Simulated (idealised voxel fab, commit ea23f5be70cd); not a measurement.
Proc. module: voxel self aligned vias
Square cell edge 5 nm, section width 255 nm, ID cut.
A cross-section in this document is a grid of square cells, and it is written down as bands, the top band listed before the ones below it; a band is made up of one or more rows of cells. A band entry consists of two parts. The first gives the height of the band's top and the height of its bottom, in nm. The rest lists the band's materials from left to right, each with its width in nm. A single material labelled with the word "all across" fills the band from edge to edge, and the word "empty" marks empty space. Counting heights begins at 0, where everything beneath is, in the wafer as received, one material. The lowest band has no bottom; it goes on downwards, as "0 -> down" shows. You'd read "30..40" like this: the band's top row of cells is as wide as the first number, its bottom row is as wide as the second, and going down, every row changes width by the same amount as the row before did. The designation "left unchanged", where it is given for a processing step, indicates that no cell of the cross-section was altered in the course of that step. The entry "Sealed-off cavities" lists the empty spaces that cover at least 8 cells and have no open path to the top. Each is written as width x height at distance, where the distance is measured from the left edge and all three values are in nm. What comes after the settings on a step's line is commentary from the simulator itself on that step. The optional step-line setting "overlay nm" applies to steps with a mask and quantifies how far to the right of its planned location the mask lay, a negative value indicating leftward placement.

LISTED BELOW ARE THE PROCESS STEPS AS PLANNED
1 RECEIVE: material Si
2 CONFORMAL_DEP: material SiO2, thk nm 10
3 CONFORMAL_DEP: material SiCN, thk nm 5
4 DIRECTIONAL_DEP: material SiO2, thk nm 20
5 DIRECTIONAL_DEP: material aC, thk nm 15
6 PATTERN: tone open, mask id LINES, material resist, width nm 30, pitch nm 55, thk nm 35, overlay nm 0
7 DIRECTIONAL_ETCH: etch materials aC, depth nm 15
8 STRIP: etch materials resist
9 DIRECTIONAL_ETCH: etch materials SiO2, depth nm 20
10 STRIP: etch materials aC
11 CONFORMAL_DEP: material TiN, thk nm 5
12 FILL_DEP: material Ru, thk nm 5
13 CMP: height nm 35
14 SELECTIVE_ETCH: etch materials W Ru TiN, depth nm 5
15 FILL_DEP: material SiN, thk nm 10
16 CMP: height nm 35
17 DIRECTIONAL_DEP: material SiO2, thk nm 20
18 PATTERN: tone open, mask id VIAS, material resist, width nm 40, pitch nm 110, thk nm 20, overlay nm 0
19 DIRECTIONAL_ETCH: etch materials SiO2, depth nm 20
20 DIRECTIONAL_ETCH: etch materials SiN, depth nm 5
21 STRIP: etch materials resist
22 CONFORMAL_DEP: material TiN, thk nm 5
23 FILL_DEP: material W, thk nm 5
24 CMP: height nm 55
25 CONFORMAL_DEP: material SiCN, thk nm 5

WAFER CROSS-SECTION ON RECEIPT, I.E. AFTER STEP 1
0 -> down: Si all across
Sealed-off cavities: none

SECTIONED VIEW, FIRST OF TWO WAFERS, AT THE CLOSE OF THE MODULE, PROCESSED AS INTENDED IN THE PLAN
60 -> 55: SiCN all across
55 -> 40: SiO2 50 nm, TiN 5 nm, W 30 nm, TiN 5 nm, SiO2 70 nm, TiN 5 nm, W 30 nm, TiN 5 nm, SiO2 55 nm
40 -> 35: SiO2 50 nm, TiN 10 nm, W 20 nm, TiN 10 nm, SiO2 70 nm, TiN 10 nm, W 20 nm, TiN 10 nm, SiO2 55 nm
35 -> 30: SiO2 55 nm, TiN 30 nm, SiO2 25 nm, SiN 30 nm, SiO2 25 nm, TiN 30 nm, SiO2 60 nm
30 -> 20: SiO2 55 nm, TiN 5 nm, Ru 20 nm, TiN 5 nm, SiO2 25 nm, TiN 5 nm, Ru 20 nm, TiN 5 nm, SiO2 25 nm, TiN 5 nm, Ru 20 nm, TiN 5 nm, SiO2 60 nm
20 -> 15: SiO2 55 nm, TiN 30 nm, SiO2 25 nm, TiN 30 nm, SiO2 25 nm, TiN 30 nm, SiO2 60 nm
15 -> 10: SiCN all across
10 -> 0: SiO2 all across
0 -> down: Si all across
Sealed-off cavities: none

SECOND OF TWO WAFERS, MODULE COMPLETE, SECTIONED: IT SHARES THE FIRST WAFER'S START AND PLAN BUT WAS RUN WITH ONE MISTAKE
60 -> 55: SiCN all across
55 -> 40: SiO2 50 nm, TiN 5 nm, W 30 nm, TiN 5 nm, SiO2 70 nm, TiN 5 nm, W 30 nm, TiN 5 nm, SiO2 55 nm
40 -> 35: SiO2 50 nm, TiN 10 nm, W 20 nm, TiN 10 nm, SiO2 70 nm, TiN 10 nm, W 20 nm, TiN 10 nm, SiO2 55 nm
35 -> 30: SiO2 55 nm, TiN 30 nm, SiO2 25 nm, SiN 30 nm, SiO2 25 nm, TiN 30 nm, SiO2 60 nm
30 -> 20: SiO2 55 nm, TiN 5 nm, Ru 20 nm, TiN 5 nm, SiO2 25 nm, TiN 5 nm, Ru 20 nm, TiN 5 nm, SiO2 25 nm, TiN 5 nm, Ru 20 nm, TiN 5 nm, SiO2 60 nm
20 -> 15: SiO2 55 nm, TiN 30 nm, SiO2 25 nm, TiN 30 nm, SiO2 25 nm, TiN 30 nm, SiO2 60 nm
15 -> 10: W all across
10 -> 0: SiO2 all across
0 -> down: Si all across
Sealed-off cavities: none
Plan not followed: so step 3 ended up running with a different setting than we planned, it ran as CONFORMAL_DEP: material W, thk nm 5
Final difference in cells, second wafer against first, listed per material as more or fewer: SiCN -51; W +51
